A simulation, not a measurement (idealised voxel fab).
process module | voxel capacitor over wiring
cross-section cut | 275 nm wide | cells 5 nm
A cross-section is a grid of square cells, given in bands from the top down. A band is one or more rows of cells.
Each band's line starts with the height of the band's top and of its bottom, in nm. Then come its materials from left to right, each with its width in nm. One material with "throughout" fills the band from edge to edge. "air" is empty space.
Height 0 is the level under which the wafer as received is all one material. The lowest band goes on downwards, as in "0 down".
A width such as "30 to 40" changes by the same amount from each row of cells to the next, from the band's top row to its bottom row.
"no change" after a step means that no cell of the cross-section changed.
closed voids: empty space of 8 cells or more with no open way to the top, each as width x height at its distance from the left edge, in nm
after a step's settings: what the simulator itself notes on the step
overlay nm, on a step with a mask: how far to the right of its planned place the mask lay; to the left if negative
plan
1 op RECEIVE | material Si
2 op CONFORMAL_DEP | material SiO2 | thk nm 10
3 op DIRECTIONAL_DEP | material TiN | thk nm 5
4 op DIRECTIONAL_DEP | material Ru | thk nm 15
5 op DIRECTIONAL_DEP | material aC | thk nm 10
6 op PATTERN | tone cover | mask id METAL_1 | material resist | width nm 25 | pitch nm 85 | thk nm 30 | overlay nm 0
7 op DIRECTIONAL_ETCH | etch materials aC | depth nm 10
8 op STRIP | etch materials resist
9 op DIRECTIONAL_ETCH | etch materials Ru | depth nm 15
10 op DIRECTIONAL_ETCH | etch materials TiN | depth nm 5
11 op STRIP | etch materials aC
12 op CONFORMAL_DEP | material SiN | thk nm 5
13 op FILL_DEP | material lowk | thk nm 5
14 op CMP | height nm 30
15 op CONFORMAL_DEP | material SiCN | thk nm 5
16 op DIRECTIONAL_DEP | material lowk | thk nm 20
17 op PATTERN | tone open | mask id PLUG_1 | material resist | width nm 15 | thk nm 15 | overlay nm 0
18 op DIRECTIONAL_ETCH | etch materials lowk | depth nm 20
19 op DIRECTIONAL_ETCH | etch materials SiCN | depth nm 5
20 op STRIP | etch materials resist
21 op EPI | material Ru | thk nm 10
22 op EPI | material Ru | thk nm 10
23 op EPI | material Ru | thk nm 5
24 op DIRECTIONAL_DEP | material TiN | thk nm 5
25 op DIRECTIONAL_DEP | material Al2O3 | thk nm 5
26 op DIRECTIONAL_DEP | material TiN | thk nm 5
27 op PATTERN | tone cover | mask id UPPER_PLATE | material resist | width nm 65 | thk nm 20 | overlay nm 0
28 op DIRECTIONAL_ETCH | etch materials TiN | depth nm 5
29 op DIRECTIONAL_ETCH | etch materials Al2O3 | depth nm 5
30 op STRIP | etch materials resist
31 op PATTERN | tone cover | mask id LOWER_PLATE | material resist | width nm 75 | thk nm 20 | overlay nm 0
32 op DIRECTIONAL_ETCH | etch materials TiN | depth nm 5
33 op STRIP | etch materials resist
34 op FILL_DEP | material SiO2 | thk nm 20
35 op CMP | height nm 85
36 op PATTERN | tone open | mask id PLUG_2 | material resist | width nm 15 | thk nm 20 | overlay nm 0
37 op DIRECTIONAL_ETCH | etch materials SiO2 | depth nm 15
38 op STRIP | etch materials resist
39 op CONFORMAL_DEP | material TiN | thk nm 5
40 op FILL_DEP | material W | thk nm 5
41 op CMP | height nm 85
42 op CONFORMAL_DEP | material SiCN | thk nm 5
as received, after step 1
  0 down: Si throughout
  closed voids: none
first wafer at the end, as planned
  90 to 85: SiCN throughout
  85 to 75: SiO2 100 | TiN 5 | W 5 | TiN 5 | SiO2 160
  75 to 65: SiO2 100 to 90 | TiN 15 to 65 | SiO2 160 to 120
  65 to 60: SiO2 90 | Al2O3 65 | SiO2 120
  60 to 55: SiO2 85 | TiN 75 | SiO2 115
  55 to 35: lowk 90 | Ru 15 | lowk 170
  35 to 30: SiCN 90 | Ru 15 | SiCN 170
  30 to 15: lowk 75 | SiN 5 | Ru 25 | SiN 5 | lowk 50 | SiN 5 | Ru 25 | SiN 5 | lowk 80
  15 to 10: SiN 80 | TiN 25 | SiN 60 | TiN 25 | SiN 85
  10 to 0: SiO2 throughout
  0 down: Si throughout
  closed voids: none
second wafer at the end: like start, like plan, one mistake
  90 to 85: SiCN throughout
  85 to 75: SiO2 100 | TiN 5 | W 5 | TiN 5 | SiO2 160
  75 to 65: SiO2 100 to 95 | TiN 15 to 60 | SiO2 160 to 120
  65 to 60: SiO2 95 | Al2O3 60 | SiO2 120
  60 to 55: SiO2 85 | TiN 75 | SiO2 115
  55 to 35: lowk 90 | Ru 15 | lowk 170
  35 to 30: SiCN 90 | Ru 15 | SiCN 170
  30 to 15: lowk 75 | SiN 5 | Ru 25 | SiN 5 | lowk 50 | SiN 5 | Ru 25 | SiN 5 | lowk 80
  15 to 10: SiN 80 | TiN 25 | SiN 60 | TiN 25 | SiN 85
  10 to 0: SiO2 throughout
  0 down: Si throughout
  closed voids: none
what went wrong: step 27 ran as: op PATTERN | tone cover | mask id UPPER_PLATE | material resist | width nm 60 | thk nm 20 | overlay nm 0
at the end the second wafer has, in cells: 1 fewer of Al2O3 | 2 more of SiO2 | 1 fewer of TiN
